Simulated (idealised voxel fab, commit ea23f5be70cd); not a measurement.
The document below concerns the process module designated voxel trench capacitor.
Section shown: cut. Width: 245 nm. Cell size: 5 nm, square.
How to read a cross-section here: the picture is a grid of square cells, written as bands going from the top down, and any band can span one or more rows of cells. The band entry comprises the height of the band's top followed by the height of its bottom, expressed in nm, and subsequently the band's materials from left to right, each stated together with its width in nm. Where a single material is marked with the word "edge to edge", that material fills the band from edge to edge. The word "empty" represents empty space. Height 0 is the level under which the wafer as received is all one material. The lowest band goes on downwards, as in "z 0 and below". With a width like "30->40", each row of cells in the band differs from the next by the same amount, the top row carrying the first number and the bottom row the second. You'll sometimes find "nothing altered" written for a step, and that's the way of saying that nowhere in the cross-section did a cell change during that step. "Entrapped void list" enumerates empty spaces isolated from the top, with no open way to it, that contain at least 8 cells, giving each as width x height at distance from the left edge, all three in nm. Whatever follows a step's settings on its line is a remark the simulator itself makes about that step. The setting "overlay nm" may be written on the line of a step. When the step uses a mask, the value reports how far to the right of the planned place the mask lay, and a negative value reports that it lay to the left.

-- The steps planned for the process are as follows
1,RECEIVE with material Si
2,CONFORMAL_DEP with material SiN, thk nm 5
3,PATTERN with tone open, mask id TRENCH, material resist, width nm 30, pitch nm 45, thk nm 15, overlay nm 0
4,DIRECTIONAL_ETCH with etch materials SiN, depth nm 5
5,DIRECTIONAL_ETCH with etch materials Si, depth nm 40
6,STRIP with etch materials resist
7,CONFORMAL_DEP with material HfO2, thk nm 5
8,CONFORMAL_DEP with material TiN, thk nm 5
9,FILL_DEP with material W, thk nm 5
10,CMP with height nm 5

-- Cross-section of the wafer as it came to us, i.e., already through step 1
- z 0 and below: Si edge to edge
- Entrapped void list: none

-- Cross-section: first of two wafers, module finished, run according to plan
- z 5 to 0: SiN 40, HfO2 5, TiN 5, W 10, TiN 5, HfO2 5, SiN 15, HfO2 5, TiN 5, W 10, TiN 5, HfO2 5, SiN 15, HfO2 5, TiN 5, W 10, TiN 5, HfO2 5, SiN 15, HfO2 5, TiN 5, W 10, TiN 5, HfO2 5, SiN 40
- z 0 to -30: Si 40, HfO2 5, TiN 5, W 10, TiN 5, HfO2 5, Si 15, HfO2 5, TiN 5, W 10, TiN 5, HfO2 5, Si 15, HfO2 5, TiN 5, W 10, TiN 5, HfO2 5, Si 15, HfO2 5, TiN 5, W 10, TiN 5, HfO2 5, Si 40
- z -30 to -35: Si 40, HfO2 5, TiN 20, HfO2 5, Si 15, HfO2 5, TiN 20, HfO2 5, Si 15, HfO2 5, TiN 20, HfO2 5, Si 15, HfO2 5, TiN 20, HfO2 5, Si 40
- z -35 to -40: Si 40, HfO2 30, Si 15, HfO2 30, Si 15, HfO2 30, Si 15, HfO2 30, Si 40
- z -40 and below: Si edge to edge
- Entrapped void list: none

-- Same start, same plan as the first wafer - but one mistake in the run. Cross-section of the second of the two at the end of the module
- z 5 to 0: SiN 40, HfO2 5, TiN 5, SiN 10, TiN 5, HfO2 5, SiN 15, HfO2 5, TiN 5, SiN 10, TiN 5, HfO2 5, SiN 15, HfO2 5, TiN 5, SiN 10, TiN 5, HfO2 5, SiN 15, HfO2 5, TiN 5, SiN 10, TiN 5, HfO2 5, SiN 40
- z 0 to -30: Si 40, HfO2 5, TiN 5, SiN 10, TiN 5, HfO2 5, Si 15, HfO2 5, TiN 5, SiN 10, TiN 5, HfO2 5, Si 15, HfO2 5, TiN 5, SiN 10, TiN 5, HfO2 5, Si 15, HfO2 5, TiN 5, SiN 10, TiN 5, HfO2 5, Si 40
- z -30 to -35: Si 40, HfO2 5, TiN 20, HfO2 5, Si 15, HfO2 5, TiN 20, HfO2 5, Si 15, HfO2 5, TiN 20, HfO2 5, Si 15, HfO2 5, TiN 20, HfO2 5, Si 40
- z -35 to -40: Si 40, HfO2 30, Si 15, HfO2 30, Si 15, HfO2 30, Si 15, HfO2 30, Si 40
- z -40 and below: Si edge to edge
- Entrapped void list: none
Error vs. plan: step 9 did not use the planned setting and instead ran as FILL_DEP with material SiN, thk nm 5
Heads up, by the end the second wafer has more or fewer cells of some materials compared to the first: +56 SiN | -56 W
